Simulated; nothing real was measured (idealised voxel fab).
Process module in this document: voxel ribs on slabs
Xsec cut, 285 nm wide, square cell size 5 nm.
Notation: cross-section as square-cell grid; stated in bands, top first, going down; one or more cell rows per band.
Top, bottom (nm), then materials left to right with widths (nm); lone material tagged "edge to edge" fills the whole band edge to edge; "air" = empty space.
Height reference: 0 = level under which incoming wafer is all one material. Lowest band: no bottom, runs on downward, e.g. "from 0 down".
Graded width ("30 to 40"): value in top row of band = first number; value in bottom row = second number; row-to-row change constant.
Basically "remains unaltered" means that step didn't change any cell in the cross-section.
Under "Closed empty spaces" you'll find the enclosed gaps, the ones with no way out to the top, that are 8 cells or bigger; each reads width x height at distance, with distance counted from the left edge, everything in nm.
Post-settings text on a step line: simulator's own remark regarding the step.
The setting "overlay nm" may be written on the line of a step. When the step uses a mask, the value reports how far to the right of the planned place the mask lay, and a negative value reports that it lay to the left.
# Process steps - plan
| 1 | op RECEIVE | material Si |
| 2 | op DIRECTIONAL_DEP | material SiO2 | thk nm 25 |
| 3 | op DIRECTIONAL_DEP | material polySi | thk nm 25 |
| 4 | op PATTERN | tone cover | mask id RIB | material resist | width nm 30 | thk nm 20 | overlay nm 0 |
| 5 | op DIRECTIONAL_ETCH | etch materials polySi | depth nm 5 |
| 6 | op STRIP | etch materials resist |
| 7 | op PATTERN | tone cover | mask id SLAB | material resist | width nm 90 | thk nm 15 | overlay nm 0 |
| 8 | op DIRECTIONAL_ETCH | etch materials polySi | depth nm 20 |
| 9 | op STRIP | etch materials resist |
| 10 | op FILL_DEP | material SiO2 | thk nm 20 |
| 11 | op CMP | height nm 65 |
| 12 | op DIRECTIONAL_DEP | material W | thk nm 10 |
| 13 | op MASKED_ETCH | tone cover | mask id HEATER | width nm 40 | etch materials W | depth nm 10 | overlay nm -15 |
| 14 | op CONFORMAL_DEP | material SiO2 | thk nm 10 |
All wafers enter the flow in the same state. The overlay nm at step 13 differs from wafer to wafer, and the plan gives the value for the first wafer.
# Sectional view: first of several wafers, as received, after step 1
- from 0 down  Si edge to edge
- Closed empty spaces: none
# Here is the cross-section of the first of several wafers at the end of the module, after its last step, step 14
- from 85 to 75  air 95, SiO2 60, air 130
- from 75 to 65  SiO2 105, W 40, SiO2 140
- from 65 to 50  SiO2 edge to edge
- from 50 to 45  SiO2 125, polySi 30, SiO2 130
- from 45 to 25  SiO2 95, polySi 90, SiO2 100
- from 25 to 0  SiO2 edge to edge
- from 0 down  Si edge to edge
- Closed empty spaces: none
# Cross-section, last wafer, module completion
- from 85 to 75  air 125, SiO2 60, air 100
- from 75 to 65  SiO2 135, W 40, SiO2 110
- from 65 to 50  SiO2 edge to edge
- from 50 to 45  SiO2 125, polySi 30, SiO2 130
- from 45 to 25  SiO2 95, polySi 90, SiO2 100
- from 25 to 0  SiO2 edge to edge
- from 0 down  Si edge to edge
- Closed empty spaces: none
# Below: a row per wafer. Contents at end of module: for every material, cells gained since receipt (+) or lost since receipt (-); then closed voids
overlay nm -15 | +785 SiO2 | +16 W | +78 polySi | Closed empty spaces: none
overlay nm -10 | +785 SiO2 | +16 W | +78 polySi | Closed empty spaces: none
overlay nm -5 | +785 SiO2 | +16 W | +78 polySi | Closed empty spaces: none
overlay nm 0 | +785 SiO2 | +16 W | +78 polySi | Closed empty spaces: none
overlay nm 5 | +785 SiO2 | +16 W | +78 polySi | Closed empty spaces: none
overlay nm 10 | +785 SiO2 | +16 W | +78 polySi | Closed empty spaces: none
overlay nm 15 | +785 SiO2 | +16 W | +78 polySi | Closed empty spaces: none
